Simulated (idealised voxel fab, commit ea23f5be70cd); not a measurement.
This section sets out a process module, namely voxel self aligned vias.
Square cells of 5 nm make up the cross-section cut, whose width is 235 nm.
How to read a cross-section here: the picture is a grid of square cells, written as bands going from the top down, and any band can span one or more rows of cells. Per band: top height and bottom height in nm, followed by the left-to-right materials and their widths in nm; "throughout" marks a single material spanning edge to edge, "air" marks empty space. Heights are measured from 0, the level below which the as-received wafer is all one material; the lowest band has no bottom and continues downward, written as in "from 0 down". So if you see something like "30 to 40" for the width, read it as the top row of the band sitting at the first number and the bottom row at the second, with every row in between moving by the same amount as the last. A step reported as "stayed the same" is a step in which no cell of the cross-section changed. Voids not open to the top, 8 cells minimum: see "Closed internal cavities". Written width x height at distance; distance is from the left edge; nm. If you see something after the settings on a step's line, that's the simulator's own remark about that step. Each step line may optionally specify "overlay nm", which for a step with a mask gives the rightward distance between the mask's planned place and where it lay, a negative value indicating the leftward direction.

## These are the steps we planned for the process
| 1 | RECEIVE, material Si |
| 2 | CONFORMAL_DEP, material SiO2, thk nm 10 |
| 3 | CONFORMAL_DEP, material SiCN, thk nm 5 |
| 4 | DIRECTIONAL_DEP, material lowk, thk nm 20 |
| 5 | PATTERN, tone open, mask id LINES, material resist, width nm 20, pitch nm 60, thk nm 20, overlay nm 0 |
| 6 | DIRECTIONAL_ETCH, etch materials lowk, depth nm 20 |
| 7 | STRIP, etch materials resist |
| 8 | CONFORMAL_DEP, material TiN, thk nm 5 |
| 9 | FILL_DEP, material W, thk nm 5 |
| 10 | CMP, height nm 35 |
| 11 | SELECTIVE_ETCH, etch materials W Ru TiN, depth nm 10 |
| 12 | FILL_DEP, material SiN, thk nm 10 |
| 13 | CMP, height nm 35 |
| 14 | DIRECTIONAL_DEP, material lowk, thk nm 15 |
| 15 | PATTERN, tone open, mask id VIAS, material resist, width nm 40, pitch nm 60, thk nm 20, overlay nm 0 |
| 16 | DIRECTIONAL_ETCH, etch materials lowk, depth nm 15 |
| 17 | DIRECTIONAL_ETCH, etch materials SiN, depth nm 10 |
| 18 | STRIP, etch materials resist |
| 19 | CONFORMAL_DEP, material TiN, thk nm 5 |
| 20 | FILL_DEP, material W, thk nm 5 |
| 21 | CMP, height nm 50 |
| 22 | CONFORMAL_DEP, material SiCN, thk nm 5 |

## So this is the incoming wafer in cross-section - it's already been through step 1
from 0 down = Si throughout
Closed internal cavities: none

## a wafer at the end: this start, this plan, one mistake
from 55 to 50 = SiCN throughout
from 50 to 40 = lowk: 35  TiN: 5  W: 30  TiN: 5  lowk: 20  TiN: 5  W: 30  TiN: 5  lowk: 20  TiN: 5  W: 30  TiN: 5  lowk: 40
from 40 to 35 = lowk: 35  TiN: 40  lowk: 20  TiN: 40  lowk: 20  TiN: 40  lowk: 40
from 35 to 30 = SiCN throughout
from 30 to 10 = lowk throughout
from 10 to 0 = SiO2 throughout
from 0 down = Si throughout
Closed internal cavities: none
Where did the run depart from the plan? steps 3 and 4 got flipped, so each one ran where the other should have
